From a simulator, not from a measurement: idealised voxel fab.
A process module follows: voxel double patterning.
We display cut, a cross-section 175 nm in width whose square cells are each 5 nm.
We lay out every cross-section as a grid of square cells and spell it out in bands from the top down, where one band means one or more rows of cells.
For a band, the entry starts with two heights in nm, that of the top and then that of the bottom, and carries on with the band's materials in order from left to right, each alongside its width in nm; the word "all across" beside a single material means it fills the band edge to edge, and "empty" means empty space.
Height is counted from the level 0, under which the received wafer is composed throughout of one material. The lowest of the bands is not closed at the bottom but continues downward, in the notation "0 -> down".
Width "30..40": first value at the band's top row of cells, second value at its bottom row, equal change from row to row.
Given "nothing changed" for a step, no cell of the cross-section differs between before and after that step.
In the "Sealed internal cavities" entry, you get each enclosed empty space of 8 cells or more, one with no open way to the top, written width x height at distance, distance from the left edge, in nm.
If you see something after the settings on a step's line, that's the simulator's own remark about that step.
Among the settings permitted on a step's line is "overlay nm"; applied to a step with a mask, it specifies the extent to which the mask lay to the right of its planned position, whereas a negative figure signifies a position to the left.
PLANNED PROCESS STEPS
1) RECEIVE, material Si
2) CONFORMAL_DEP, material SiN, thk nm 5
3) DIRECTIONAL_DEP, material SiO2, thk nm 20
4) DIRECTIONAL_DEP, material SiCN, thk nm 5
5) DIRECTIONAL_DEP, material aC, thk nm 15
6) PATTERN, tone open, mask id FIRST, material resist, width nm 15, pitch nm 50, thk nm 30, overlay nm 0
7) DIRECTIONAL_ETCH, etch materials aC, depth nm 15
8) STRIP, etch materials resist
9) DIRECTIONAL_ETCH, etch materials SiCN, depth nm 5
10) STRIP, etch materials aC
11) DIRECTIONAL_DEP, material aC, thk nm 10
12) PATTERN, tone open, mask id SECOND, material resist, width nm 15, thk nm 30, overlay nm 0
13) DIRECTIONAL_ETCH, etch materials aC, depth nm 10
14) STRIP, etch materials resist
15) DIRECTIONAL_ETCH, etch materials SiCN, depth nm 5
16) STRIP, etch materials aC
17) DIRECTIONAL_ETCH, etch materials SiO2, depth nm 20
18) STRIP, etch materials SiCN
WAFER AT RECEIPT (POST STEP 1), CROSS-SECTION
> 0 -> down = Si all across
> Sealed internal cavities: none
CROSS-SECTION AT MODULE END, ONE RUN ERROR; START AND PLAN UNCHANGED FROM ABOVE
> 35 -> 15 = SiO2: 55  empty: 15  SiO2: 10  empty: 15  SiO2: 10  empty: 15  SiO2: 55
> 15 -> 0 = SiN all across
> 0 -> down = Si all across
> Sealed internal cavities: none
Deviation from plan: step 2 was run on a setting that differed from the plan, and what really ran there is CONFORMAL_DEP, material SiN, thk nm 15
